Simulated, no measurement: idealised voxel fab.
process module | voxel double patterning
cross-section cut | 190 nm wide | cells 5 nm
A cross-section is a grid of square cells, given in bands from the top down. A band is one or more rows of cells.
Each band's line starts with the height of the band's top and of its bottom, in nm. Then come its materials from left to right, each with its width in nm. One material with "throughout" fills the band from edge to edge. "air" is empty space.
Height 0 is the level under which the wafer as received is all one material. The lowest band goes on downwards, as in "0 down".
A width such as "30 to 40" changes by the same amount from each row of cells to the next, from the band's top row to its bottom row.
"no change" after a step means that no cell of the cross-section changed.
closed voids: empty space of 8 cells or more with no open way to the top, each as width x height at its distance from the left edge, in nm
after a step's settings: what the simulator itself notes on the step
overlay nm, on a step with a mask: how far to the right of its planned place the mask lay; to the left if negative
plan
1 op RECEIVE | material Si
2 op CONFORMAL_DEP | material SiO2 | thk nm 10
3 op DIRECTIONAL_DEP | material polySi | thk nm 15
4 op DIRECTIONAL_DEP | material SiN | thk nm 5
5 op DIRECTIONAL_DEP | material aC | thk nm 10
6 op PATTERN | tone open | mask id FIRST | material resist | width nm 15 | pitch nm 50 | thk nm 30 | overlay nm 0
7 op DIRECTIONAL_ETCH | etch materials aC | depth nm 10
8 op STRIP | etch materials resist
9 op DIRECTIONAL_ETCH | etch materials SiN | depth nm 5
10 op STRIP | etch materials aC
11 op MASKED_ETCH | tone open | mask id SECOND | width nm 15 | pitch nm 50 | etch materials SiN | depth nm 5 | overlay nm 0
12 op DIRECTIONAL_ETCH | etch materials polySi | depth nm 15
13 op STRIP | etch materials SiN
as received, after step 1
  0 down: Si throughout
  closed voids: none
first wafer at the end, as planned
  25 to 10: polySi 35 | air 15 | polySi 10 | air 15 | polySi 10 | air 15 | polySi 10 | air 15 | polySi 10 | air 15 | polySi 40
  10 to 0: SiO2 throughout
  0 down: Si throughout
  closed voids: none
second wafer at the end: like start, like plan, one mistake
  25 to 10: polySi 35 | air 20 | polySi 5 | air 15 | polySi 10 | air 20 | polySi 5 | air 15 | polySi 10 | air 20 | polySi 35
  10 to 0: SiO2 throughout
  0 down: Si throughout
  closed voids: none
what went wrong: step 6 ran as: op PATTERN | tone open | mask id FIRST | material resist | width nm 20 | pitch nm 50 | thk nm 30 | overlay nm 0
at the end the second wafer has, in cells: 9 fewer of polySi
